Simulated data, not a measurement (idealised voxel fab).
The following process module bears the name voxel ribs on slabs.
The cross-section on display is named cut; it measures 155 nm wide, and its cells are 5 nm squares.
Cross-section format: a grid of square cells, given as bands from top to bottom; each band is one or more rows of cells. For a band, the entry starts with two heights in nm, that of the top and then that of the bottom, and carries on with the band's materials in order from left to right, each alongside its width in nm; the word "throughout" beside a single material means it fills the band edge to edge, and "empty" means empty space. Counting heights begins at 0, where everything beneath is, in the wafer as received, one material. The lowest band has no bottom; it goes on downwards, as "0..down" shows. You'd read "30 to 40" like this: the band's top row of cells is as wide as the first number, its bottom row is as wide as the second, and going down, every row changes width by the same amount as the row before did. For the purposes of this document, the phrase "left unchanged" attached to a step denotes that no cell within the cross-section was modified by that step. "Closed internal voids" lists enclosed empty spaces (at least 8 cells, no open path upward to the top), each as width x height at distance from the left edge, in nm. Text after the settings on a step's line: the simulator's own remark on that step. overlay nm: for a step with a mask, the amount by which the mask lay right of where it was planned; a negative amount means left of it.
Intended process steps
step 1: op RECEIVE | material Si
step 2: op DIRECTIONAL_DEP | material SiO2 | thk nm 30
step 3: op DIRECTIONAL_DEP | material SiN | thk nm 25
step 4: op PATTERN | tone cover | mask id RIB | material resist | width nm 20 | thk nm 15 | overlay nm 0
step 5: op DIRECTIONAL_ETCH | etch materials SiN | depth nm 20
step 6: op STRIP | etch materials resist
step 7: op MASKED_ETCH | tone cover | mask id SLAB | width nm 50 | etch materials SiN | depth nm 5 | overlay nm 0
step 8: op FILL_DEP | material SiO2 | thk nm 20
step 9: op CMP | height nm 70
step 10: op DIRECTIONAL_DEP | material W | thk nm 10
step 11: op DIRECTIONAL_DEP | material aC | thk nm 15
step 12: op PATTERN | tone cover | mask id HEATER | material resist | width nm 30 | thk nm 30 | overlay nm 0
step 13: op DIRECTIONAL_ETCH | etch materials aC | depth nm 5
step 14: op STRIP | etch materials resist
step 15: op DIRECTIONAL_ETCH | etch materials W | depth nm 10
step 16: op STRIP | etch materials aC
step 17: op CONFORMAL_DEP | material SiN | thk nm 5
Variable across wafers: step 13 depth nm (plan value is that of the first wafer; starting state common to all).
The first of several wafers, as received after step 1, seen in section
0..down | Si throughout
Closed internal voids: none
Module finished, last step 17 done: cross-section of the first of several wafers
85..80 | SiN throughout
80..70 | W throughout
70..55 | SiO2 throughout
55..35 | SiO2 65 nm | SiN 20 nm | SiO2 70 nm
35..30 | SiO2 50 nm | SiN 50 nm | SiO2 55 nm
30..0 | SiO2 throughout
0..down | Si throughout
Closed internal voids: none
Of the several wafers, the last: cross-section at the end of the module
85..80 | empty 55 nm | SiN 40 nm | empty 60 nm
80..75 | empty 55 nm | SiN 5 nm | W 30 nm | SiN 5 nm | empty 60 nm
75..70 | SiN 60 nm | W 30 nm | SiN 65 nm
70..55 | SiO2 throughout
55..35 | SiO2 65 nm | SiN 20 nm | SiO2 70 nm
35..30 | SiO2 50 nm | SiN 50 nm | SiO2 55 nm
30..0 | SiO2 throughout
0..down | Si throughout
Closed internal voids: none
wafer rows; end of module; cells per material since receipt: (+) gained, (-) lost; then closed voids
depth nm 5; +57 SiN; +408 SiO2; +62 W; Closed internal voids: none
depth nm 10; +57 SiN; +408 SiO2; +62 W; Closed internal voids: none
depth nm 15; +61 SiN; +408 SiO2; +12 W; Closed internal voids: none
depth nm 20; +61 SiN; +408 SiO2; +12 W; Closed internal voids: none
depth nm 25; +61 SiN; +408 SiO2; +12 W; Closed internal voids: none
depth nm 30; +61 SiN; +408 SiO2; +12 W; Closed internal voids: none
